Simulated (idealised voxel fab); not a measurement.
process module | voxel wiring stack
cross-section cut | 190 nm wide | cells 5 nm
A cross-section is a grid of square cells, given in bands from the top down. A band is one or more rows of cells.
Each band's line starts with the height of the band's top and of its bottom, in nm. Then come its materials from left to right, each with its width in nm. One material with "throughout" fills the band from edge to edge. "air" is empty space.
Height 0 is the level under which the wafer as received is all one material. The lowest band goes on downwards, as in "0 down".
A width such as "30 to 40" changes by the same amount from each row of cells to the next, from the band's top row to its bottom row.
"no change" after a step means that no cell of the cross-section changed.
closed voids: empty space of 8 cells or more with no open way to the top, each as width x height at its distance from the left edge, in nm
after a step's settings: what the simulator itself notes on the step
overlay nm, on a step with a mask: how far to the right of its planned place the mask lay; to the left if negative
plan
1 op RECEIVE | material Si
2 op CONFORMAL_DEP | material SiO2 | thk nm 10
3 op CONFORMAL_DEP | material SiCN | thk nm 5
4 op DIRECTIONAL_DEP | material lowk | thk nm 25
5 op DIRECTIONAL_DEP | material aC | thk nm 15
6 op PATTERN | tone open | mask id METAL_1 | material resist | width nm 20 | pitch nm 40 | thk nm 35 | overlay nm 0
7 op DIRECTIONAL_ETCH | etch materials aC | depth nm 15
8 op STRIP | etch materials resist
9 op DIRECTIONAL_ETCH | etch materials lowk | depth nm 25
10 op DIRECTIONAL_ETCH | etch materials SiCN | depth nm 5
11 op STRIP | etch materials aC
12 op CONFORMAL_DEP | material TiN | thk nm 5
13 op FILL_DEP | material Ru | thk nm 5
14 op CMP | height nm 40
15 op CONFORMAL_DEP | material SiCN | thk nm 5
16 op DIRECTIONAL_DEP | material lowk | thk nm 15
17 op DIRECTIONAL_DEP | material aC | thk nm 15
18 op PATTERN | tone open | mask id PLUG_1 | material resist | width nm 15 | pitch nm 40 | thk nm 35 | overlay nm 0
19 op DIRECTIONAL_ETCH | etch materials aC | depth nm 15
20 op STRIP | etch materials resist
21 op DIRECTIONAL_ETCH | etch materials lowk | depth nm 15
22 op DIRECTIONAL_ETCH | etch materials SiCN | depth nm 5
23 op STRIP | etch materials aC
24 op EPI | material Ru | thk nm 10
25 op EPI | material Ru | thk nm 10
26 op CONFORMAL_DEP | material SiN | thk nm 5
27 op DIRECTIONAL_DEP | material SiO2 | thk nm 15
28 op MASKED_ETCH | tone open | mask id METAL_2 | width nm 20 | pitch nm 40 | etch materials SiO2 | depth nm 15 | overlay nm 0
29 op MASKED_ETCH | tone open | mask id METAL_2 | width nm 20 | pitch nm 40 | etch materials SiN | depth nm 5 | overlay nm 0
30 op CONFORMAL_DEP | material TiN | thk nm 5
31 op FILL_DEP | material W | thk nm 10
32 op CMP | height nm 80
33 op CONFORMAL_DEP | material SiN | thk nm 5
as received, after step 1
  0 down: Si throughout
  closed voids: none
a wafer at the end: this start, this plan, one mistake
  85 to 80: SiN throughout
  80 to 65: SiO2 25 | TiN 5 | SiCN 10 | TiN 5 | SiO2 20 | TiN 5 | SiCN 10 | TiN 5 | SiO2 20 | TiN 5 | SiCN 10 | TiN 5 | SiO2 20 | TiN 5 | SiCN 10 | TiN 5 | SiO2 25
  65 to 60: SiN 25 | TiN 20 | SiN 20 | TiN 20 | SiN 20 | TiN 20 | SiN 20 | TiN 20 | SiN 25
  60 to 45: lowk 25 | Ru 15 | lowk 25 | Ru 15 | lowk 25 | Ru 15 | lowk 25 | Ru 15 | lowk 30
  45 to 40: SiCN 25 | Ru 15 | SiCN 25 | Ru 15 | SiCN 25 | Ru 15 | SiCN 25 | Ru 15 | SiCN 30
  40 to 15: lowk 25 | TiN 5 | Ru 10 | TiN 5 | lowk 20 | TiN 5 | Ru 10 | TiN 5 | lowk 20 | TiN 5 | Ru 10 | TiN 5 | lowk 20 | TiN 5 | Ru 10 | TiN 5 | lowk 25
  15 to 10: SiCN 25 | TiN 20 | SiCN 20 | TiN 20 | SiCN 20 | TiN 20 | SiCN 20 | TiN 20 | SiCN 25
  10 to 0: SiO2 throughout
  0 down: Si throughout
  closed voids: none
what went wrong: step 31 ran as: op FILL_DEP | material SiCN | thk nm 10
